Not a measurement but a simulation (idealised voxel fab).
A process module follows: voxel self aligned vias.
The cross-section shown here is cut; it is 220 nm wide and divided into square cells measuring 5 nm on a side.
Think of the cross-section as a grid of square cells. We describe it in bands, top to bottom, and each band covers one or more rows of those cells.
Basically the band line says how high the top is and how high the bottom is, in nm, and then what's in it from left to right, every material with its width in nm. Empty space shows up as "air", and if a single material carries "all across" it runs the full band edge to edge.
Note: height 0 marks the level under which the wafer is uniformly one material as received. Lowest band unbounded below, written "0 down".
You'd read "30 to 40" like this: the band's top row of cells is as wide as the first number, its bottom row is as wide as the second, and going down, every row changes width by the same amount as the row before did.
"remains unaltered" after a step means that no cell of the cross-section changed.
Listed in "Internal closed voids": every empty space of 8 or more cells without an open way to the top. Form: width x height at distance, the distance being from the left edge, all in nm.
If you see something after the settings on a step's line, that's the simulator's own remark about that step.
overlay nm: mask right of planned place by this much (step with mask). Neg. = left.

THE PLANNED PROCESS STEPS ARE ENUMERATED HEREUNDER
- 1: RECEIVE (material Si)
- 2: CONFORMAL_DEP (material SiO2; thk nm 15)
- 3: CONFORMAL_DEP (material SiCN; thk nm 5)
- 4: DIRECTIONAL_DEP (material lowk; thk nm 30)
- 5: DIRECTIONAL_DEP (material aC; thk nm 15)
- 6: PATTERN (tone open; mask id LINES; material resist; width nm 20; pitch nm 65; thk nm 35; overlay nm 0)
- 7: DIRECTIONAL_ETCH (etch materials aC; depth nm 15)
- 8: STRIP (etch materials resist)
- 9: DIRECTIONAL_ETCH (etch materials lowk; depth nm 30)
- 10: STRIP (etch materials aC)
- 11: CONFORMAL_DEP (material TiN; thk nm 5)
- 12: FILL_DEP (material W; thk nm 5)
- 13: CMP (height nm 50)
- 14: SELECTIVE_ETCH (etch materials W Ru TiN; depth nm 5)
- 15: FILL_DEP (material SiN; thk nm 5)
- 16: CMP (height nm 50)
- 17: DIRECTIONAL_DEP (material lowk; thk nm 15)
- 18: MASKED_ETCH (tone open; mask id VIAS; width nm 40; pitch nm 65; etch materials lowk; depth nm 15; overlay nm 0)
- 19: MASKED_ETCH (tone open; mask id VIAS; width nm 40; pitch nm 65; etch materials SiN; depth nm 5; overlay nm 0)
- 20: CONFORMAL_DEP (material TiN; thk nm 5)
- 21: FILL_DEP (material Cu; thk nm 5)
- 22: CMP (height nm 65)
- 23: CONFORMAL_DEP (material SiN; thk nm 5)

WAFER AS RECEIVED: CROSS-SECTION FOLLOWING STEP 1
- 0 down: Si all across
- Internal closed voids: none

CROSS-SECTION: FIRST OF TWO WAFERS, MODULE FINISHED, RUN ACCORDING TO PLAN
- 70 to 65: SiN all across
- 65 to 55: lowk 55 nm, then TiN 5 nm, then Cu 30 nm, then TiN 5 nm, then lowk 25 nm, then TiN 5 nm, then Cu 30 nm, then TiN 5 nm, then lowk 60 nm
- 55 to 50: lowk 55 nm, then TiN 15 nm, then Cu 10 nm, then TiN 15 nm, then lowk 25 nm, then TiN 15 nm, then Cu 10 nm, then TiN 15 nm, then lowk 60 nm
- 50 to 45: lowk 65 nm, then TiN 20 nm, then lowk 45 nm, then TiN 20 nm, then lowk 70 nm
- 45 to 25: lowk 65 nm, then TiN 5 nm, then W 10 nm, then TiN 5 nm, then lowk 45 nm, then TiN 5 nm, then W 10 nm, then TiN 5 nm, then lowk 70 nm
- 25 to 20: lowk 65 nm, then TiN 20 nm, then lowk 45 nm, then TiN 20 nm, then lowk 70 nm
- 20 to 15: SiCN all across
- 15 to 0: SiO2 all across
- 0 down: Si all across
- Internal closed voids: none

HERE IS THE SECOND OF THE TWO WAFERS CUT OPEN AT THE END OF THE MODULE - SAME START, SAME PLAN AS THE FIRST ONE, BUT WE MADE ONE MISTAKE RUNNING IT
- 70 to 65: SiN all across
- 65 to 55: lowk 55 nm, then TiN 5 nm, then Cu 30 nm, then TiN 5 nm, then lowk 25 nm, then TiN 5 nm, then Cu 30 nm, then TiN 5 nm, then lowk 60 nm
- 55 to 50: lowk 55 nm, then TiN 15 nm, then Cu 10 nm, then TiN 15 nm, then lowk 25 nm, then TiN 15 nm, then Cu 10 nm, then TiN 15 nm, then lowk 60 nm
- 50 to 45: lowk 65 nm, then TiN 20 nm, then lowk 45 nm, then TiN 20 nm, then lowk 70 nm
- 45 to 25: lowk 65 nm, then TiN 5 nm, then W 10 nm, then TiN 5 nm, then lowk 45 nm, then TiN 5 nm, then W 10 nm, then TiN 5 nm, then lowk 70 nm
- 25 to 20: lowk 65 nm, then TiN 20 nm, then lowk 45 nm, then TiN 20 nm, then lowk 70 nm
- 20 to 5: SiO2 all across
- 5 to 0: SiCN all across
- 0 down: Si all across
- Internal closed voids: none
The mistake made against the process plan was this: step 3 occupied the plan position of step 2, and the converse holds as well
at the end the second wafer has, in cells: as many of each material as the first, in other places
